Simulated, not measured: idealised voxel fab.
process module | voxel fin reveal
cross-section cut | 215 nm wide | cells 5 nm
A cross-section is a grid of square cells, given in bands from the top down. A band is one or more rows of cells.
Each band's line starts with the height of the band's top and of its bottom, in nm. Then come its materials from left to right, each with its width in nm. One material with "throughout" fills the band from edge to edge. "air" is empty space.
Height 0 is the level under which the wafer as received is all one material. The lowest band goes on downwards, as in "0 down".
A width such as "30 to 40" changes by the same amount from each row of cells to the next, from the band's top row to its bottom row.
"no change" after a step means that no cell of the cross-section changed.
closed voids: empty space of 8 cells or more with no open way to the top, each as width x height at its distance from the left edge, in nm
after a step's settings: what the simulator itself notes on the step
overlay nm, on a step with a mask: how far to the right of its planned place the mask lay; to the left if negative
plan
1 op RECEIVE | material Si
2 op CONFORMAL_DEP | material SiN | thk nm 5
3 op PATTERN | tone cover | mask id FINS | material resist | width nm 15 | pitch nm 45 | thk nm 15 | overlay nm 0
4 op DIRECTIONAL_ETCH | etch materials SiN | depth nm 5
5 op DIRECTIONAL_ETCH | etch materials Si | depth nm 30
6 op STRIP | etch materials resist
7 op FILL_DEP | material SiO2 | thk nm 10
8 op CMP | height nm 5
9 op SELECTIVE_ETCH | etch materials SiO2 | depth nm 20
10 op STRIP | etch materials SiN
first wafer, as planned
as received, after step 1
  0 down: Si throughout
  closed voids: none
after step 2
  5 to 0: SiN throughout
  below 0: unchanged
after step 3
  20 to 5: air 75 | resist 15 | air 30 | resist 15 | air 80
  below 5: unchanged
after step 4
  20 to 5: air 75 | resist 15 | air 30 | resist 15 | air 80
  5 to 0: air 75 | SiN 15 | air 30 | SiN 15 | air 80
  below 0: unchanged
after step 5
  20 to 5: air 75 | resist 15 | air 30 | resist 15 | air 80
  5 to 0: air 75 | SiN 15 | air 30 | SiN 15 | air 80
  0 to -30: air 75 | Si 15 | air 30 | Si 15 | air 80
  below -30: unchanged
after step 6
  5 to 0: air 75 | SiN 15 | air 30 | SiN 15 | air 80
  below 0: unchanged
after step 7
  15 to 5: SiO2 throughout
  5 to 0: SiO2 75 | SiN 15 | SiO2 30 | SiN 15 | SiO2 80
  0 to -30: SiO2 75 | Si 15 | SiO2 30 | Si 15 | SiO2 80
  below -30: unchanged
after step 8
  5 to 0: SiO2 75 | SiN 15 | SiO2 30 | SiN 15 | SiO2 80
  below 0: unchanged
after step 9
  5 to 0: air 75 | SiN 15 | air 30 | SiN 15 | air 80
  0 to -15: air 75 | Si 15 | air 30 | Si 15 | air 80
  below -15: unchanged
after step 10
  0 to -15: air 75 | Si 15 | air 30 | Si 15 | air 80
  below -15: unchanged
second wafer: like start, like plan, one mistake. Through step 9 it matches the first wafer
when step 10 should have ended
  5 to 0: air 75 | SiN 15 | air 30 | SiN 15 | air 80
  0 to -30: air 75 | Si 15 | air 30 | Si 15 | air 80
  below -30: unchanged
what went wrong: step 10 ran as: op STRIP | etch materials SiO2
at the end the second wafer has, in cells: 6 more of SiN | 111 fewer of SiO2
